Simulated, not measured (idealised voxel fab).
process module | voxel local oxidation
cross-section cut | 165 nm wide | cells 5 nm
A cross-section is a grid of square cells, given in bands from the top down. A band is one or more rows of cells.
Each band's line starts with the height of the band's top and of its bottom, in nm. Then come its materials from left to right, each with its width in nm. One material with "throughout" fills the band from edge to edge. "air" is empty space.
Height 0 is the level under which the wafer as received is all one material. The lowest band goes on downwards, as in "0 down".
A width such as "30 to 40" changes by the same amount from each row of cells to the next, from the band's top row to its bottom row.
"no change" after a step means that no cell of the cross-section changed.
closed voids: empty space of 8 cells or more with no open way to the top, each as width x height at its distance from the left edge, in nm
after a step's settings: what the simulator itself notes on the step
overlay nm, on a step with a mask: how far to the right of its planned place the mask lay; to the left if negative
Each pair below shows a cross-section before one step and the cross-section after it, down to the lowest band that changed. The line under each pair gives the step between them, with its settings. The pairs can come from different runs of this module on the same starting wafer, so a pair continues from the pair above only where its "before" says so.
before
  0 down: Si throughout
  closed voids: none
after
  0 to -5: SiO2 throughout
  below -5: unchanged
  closed voids: none
the step between: op OXIDIZE | depth nm 5
before: the cross-section after the pair above
after
  10 to 0: SiN throughout
  below 0: unchanged
  closed voids: none
the step between: op CONFORMAL_DEP | material SiN | thk nm 10
before: the cross-section after the pair above
after
  25 to 10: air 30 | resist 105 | air 30
  below 10: unchanged
  closed voids: none
the step between: op PATTERN | tone cover | mask id ACTIVE | material resist | width nm 105 | thk nm 15 | overlay nm 0
before: the cross-section after the pair above
after
  25 to 10: air 30 | resist 105 | air 30
  10 to 0: air 30 | SiN 105 | air 30
  below 0: unchanged
  closed voids: none
the step between: op DIRECTIONAL_ETCH | etch materials SiN | depth nm 10
before: the cross-section after the pair above
after
  10 to 0: air 30 | SiN 105 | air 30
  below 0: unchanged
  closed voids: none
the step between: op STRIP | etch materials resist
before: the cross-section after the pair above
after
  10 to 0: air 30 | SiN 105 | air 30
  0 to -5: air 35 | SiO2 95 | air 35
  below -5: unchanged
  closed voids: none
the step between: op SELECTIVE_ETCH | etch materials SiO2 | depth nm 5
before: the cross-section after the pair above
after
  10 to 0: air 30 | SiN 105 | air 30
  0 to -5: air 35 | SiO2 95 | air 35
  -5 to -20: SiO2 50 | Si 65 | SiO2 50
  below -20: unchanged
  closed voids: none
the step between: op OXIDIZE | depth nm 15
before: the cross-section after the pair above
after
  0 to -5: air 35 | SiO2 95 | air 35
  below -5: unchanged
  closed voids: none
the step between: op STRIP | etch materials SiN
before
  25 to 10: air 30 | resist 105 | air 30
  10 to 0: air 30 | SiN 105 | air 30
  0 to -5: SiO2 throughout
  -5 down: Si throughout
  closed voids: none
after
  25 to 10: air 30 | resist 105 | air 30
  10 to 0: air 30 | SiN 105 | air 30
  0 to -5: air 35 | SiO2 95 | air 35
  below -5: unchanged
  closed voids: none
the step between: op SELECTIVE_ETCH | etch materials SiO2 | depth nm 5
before: the cross-section after the pair above
after
  10 to 0: air 30 | SiN 105 | air 30
  below 0: unchanged
  closed voids: none
the step between: op STRIP | etch materials resist
before: the cross-section after the pair above
after
  10 to 0: air 30 | SiN 105 | air 30
  0 to -5: air 35 | SiO2 95 | air 35
  -5 to -15: SiO2 45 | Si 75 | SiO2 45
  below -15: unchanged
  closed voids: none
the step between: op OXIDIZE | depth nm 10
before: the cross-section after the pair above
after
  0 to -5: air 35 | SiO2 95 | air 35
  below -5: unchanged
  closed voids: none
the step between: op STRIP | etch materials SiN
before
  10 to 0: SiN throughout
  0 to -5: SiO2 throughout
  -5 down: Si throughout
  closed voids: none
after
  25 to 10: air 35 | resist 100 | air 30
  below 10: unchanged
  closed voids: none
the step between: op PATTERN | tone cover | mask id ACTIVE | material resist | width nm 100 | thk nm 15 | overlay nm 0
before: the cross-section after the pair above
after
  25 to 10: air 35 | resist 100 | air 30
  10 to 0: air 35 | SiN 100 | air 30
  below 0: unchanged
  closed voids: none
the step between: op DIRECTIONAL_ETCH | etch materials SiN | depth nm 10
before: the cross-section after the pair above
after
  10 to 0: air 35 | SiN 100 | air 30
  below 0: unchanged
  closed voids: none
the step between: op STRIP | etch materials resist
before: the cross-section after the pair above
after
  10 to 0: air 35 | SiN 100 | air 30
  0 to -5: air 40 | SiO2 90 | air 35
  below -5: unchanged
  closed voids: none
the step between: op SELECTIVE_ETCH | etch materials SiO2 | depth nm 5
before: the cross-section after the pair above
after
  10 to 0: air 35 | SiN 100 | air 30
  0 to -5: air 40 | SiO2 90 | air 35
  -5 to -20: SiO2 55 | Si 60 | SiO2 50
  below -20: unchanged
  closed voids: none
the step between: op OXIDIZE | depth nm 15
before: the cross-section after the pair above
after
  0 to -5: air 40 | SiO2 90 | air 35
  below -5: unchanged
  closed voids: none
the step between: op STRIP | etch materials SiN
before
  10 to 0: SiN throughout
  0 to -5: SiO2 throughout
  -5 down: Si throughout
  closed voids: none
after
  25 to 10: air 35 | resist 105 | air 25
  below 10: unchanged
  closed voids: none
the step between: op PATTERN | tone cover | mask id ACTIVE | material resist | width nm 105 | thk nm 15 | overlay nm 5
before: the cross-section after the pair above
after
  25 to 10: air 35 | resist 105 | air 25
  10 to 0: air 35 | SiN 105 | air 25
  below 0: unchanged
  closed voids: none
the step between: op DIRECTIONAL_ETCH | etch materials SiN | depth nm 10
before: the cross-section after the pair above
after
  10 to 0: air 35 | SiN 105 | air 25
  below 0: unchanged
  closed voids: none
the step between: op STRIP | etch materials resist
before: the cross-section after the pair above
after
  10 to 0: air 35 | SiN 105 | air 25
  0 to -5: air 40 | SiO2 95 | air 30
  below -5: unchanged
  closed voids: none
the step between: op SELECTIVE_ETCH | etch materials SiO2 | depth nm 5
before: the cross-section after the pair above
after
  10 to 0: air 35 | SiN 105 | air 25
  0 to -5: air 40 | SiO2 95 | air 30
  -5 to -20: SiO2 55 | Si 65 | SiO2 45
  below -20: unchanged
  closed voids: none
the step between: op OXIDIZE | depth nm 15
before: the cross-section after the pair above
after
  0 to -5: air 40 | SiO2 95 | air 30
  below -5: unchanged
  closed voids: none
the step between: op STRIP | etch materials SiN
before
  10 to 0: air 30 | SiN 105 | air 30
  0 to -5: air 35 | SiO2 95 | air 35
  -5 to -20: SiO2 50 | Si 65 | SiO2 50
  -20 down: Si throughout
  closed voids: none
after
  -5 to -20: air 50 | Si 65 | air 50
  below -20: unchanged
  closed voids: none
the step between: op STRIP | etch materials SiO2
before
  10 to 0: SiN throughout
  0 to -5: SiO2 throughout
  -5 down: Si throughout
  closed voids: none
after
  25 to 10: resist 30 | air 105 | resist 30
  below 10: unchanged
  closed voids: none
the step between: op PATTERN | tone open | mask id ACTIVE | material resist | width nm 105 | thk nm 15 | overlay nm 0
before: the cross-section after the pair above
after
  25 to 10: resist 30 | air 105 | resist 30
  10 to 0: SiN 30 | air 105 | SiN 30
  below 0: unchanged
  closed voids: none
the step between: op DIRECTIONAL_ETCH | etch materials SiN | depth nm 10
before: the cross-section after the pair above
after
  10 to 0: SiN 30 | air 105 | SiN 30
  below 0: unchanged
  closed voids: none
the step between: op STRIP | etch materials resist
before: the cross-section after the pair above
after
  10 to 0: SiN 30 | air 105 | SiN 30
  0 to -5: SiO2 25 | air 115 | SiO2 25
  below -5: unchanged
  closed voids: none
the step between: op SELECTIVE_ETCH | etch materials SiO2 | depth nm 5
before: the cross-section after the pair above
after
  10 to 0: SiN 30 | air 105 | SiN 30
  0 to -5: SiO2 25 | air 115 | SiO2 25
  -5 to -20: Si 10 | SiO2 145 | Si 10
  below -20: unchanged
  closed voids: none
the step between: op OXIDIZE | depth nm 15
before: the cross-section after the pair above
after
  0 to -5: SiO2 25 | air 115 | SiO2 25
  below -5: unchanged
  closed voids: none
the step between: op STRIP | etch materials SiN
